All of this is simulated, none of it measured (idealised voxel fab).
This is a process module. Its name is voxel self aligned contacts.
Shown is cross-section cut, with a width of 250 nm and square cells of size 5 nm.
Bands, listed from the top down, are how a cross-section gets written in this document; the cross-section itself is a grid of square cells, and a band is one or more rows of them. The entry gives the band's vertical extent as a top height and a bottom height in nm, then its horizontal make-up as materials from left to right, each with a width in nm. "empty" stands for empty space; a single material marked "edge to edge" fills the band edge to edge. It should be noted that heights are counted from 0, beneath which the wafer as supplied is of one material throughout, and that the lowest band possesses no lower boundary but continues downward, as written in "0..down". The width entry "30->40" should be interpreted row by row: the top row of cells in the band takes the first number, the bottom row takes the second number, and the change between adjacent rows is uniform throughout. Step note "all unchanged" = no cross-section cell changed. Entry "Unvented voids" = empty spaces >= 8 cells with no open way to the top; each as width x height at distance, distance from left edge, all nm. Read whatever lies past the settings on a step's line as the simulator's own remark about the step. Among the settings permitted on a step's line is "overlay nm"; applied to a step with a mask, it specifies the extent to which the mask lay to the right of its planned position, whereas a negative figure signifies a position to the left.
**The process steps that were planned are listed below**
1,RECEIVE [material Si]
2,OXIDIZE [depth nm 5]
3,DIRECTIONAL_DEP [material polySi] [thk nm 25]
4,DIRECTIONAL_DEP [material SiN] [thk nm 25]
5,DIRECTIONAL_DEP [material aC] [thk nm 15]
6,PATTERN [tone cover] [mask id GATE] [material resist] [width nm 25] [pitch nm 65] [thk nm 30] [overlay nm 0]
7,DIRECTIONAL_ETCH [etch materials aC] [depth nm 15]
8,STRIP [etch materials resist]
9,DIRECTIONAL_ETCH [etch materials SiN] [depth nm 25]
10,DIRECTIONAL_ETCH [etch materials polySi] [depth nm 25]
11,STRIP [etch materials aC]
12,CONFORMAL_DEP [material SiN] [thk nm 10]
13,DIRECTIONAL_ETCH [etch materials SiN] [depth nm 10]
14,FILL_DEP [material SiO2] [thk nm 15]
15,CMP [height nm 60]
16,PATTERN [tone open] [mask id CONTACT] [material resist] [width nm 50] [pitch nm 65] [thk nm 20] [overlay nm 0]
17,DIRECTIONAL_ETCH [etch materials SiO2] [depth nm 65]
18,STRIP [etch materials resist]
19,CONFORMAL_DEP [material TiN] [thk nm 5]
20,FILL_DEP [material W] [thk nm 5]
21,CMP [height nm 50]
22,CONFORMAL_DEP [material SiN] [thk nm 5]
Variable across wafers: step 21 height nm (plan value is that of the first wafer; starting state common to all).
**Cross-section of the first of several received wafers, showing its state after step 1**
	0..down: Si edge to edge
	Unvented voids: none
**wafer rows; end of module; cells per material since receipt: (+) gained, (-) lost; then closed voids**
height nm 50; -50 Si; +245 SiN; +192 SiO2; +48 TiN; +40 W; +75 polySi; Unvented voids: none
height nm 55; -50 Si; +245 SiN; +222 SiO2; +64 TiN; +44 W; +75 polySi; Unvented voids: none
height nm 60; -50 Si; +245 SiN; +252 SiO2; +68 TiN; +60 W; +75 polySi; Unvented voids: none
height nm 65; -50 Si; +245 SiN; +252 SiO2; +102 TiN; +76 W; +75 polySi; Unvented voids: none
height nm 70; -50 Si; +245 SiN; +252 SiO2; +102 TiN; +126 W; +75 polySi; Unvented voids: none
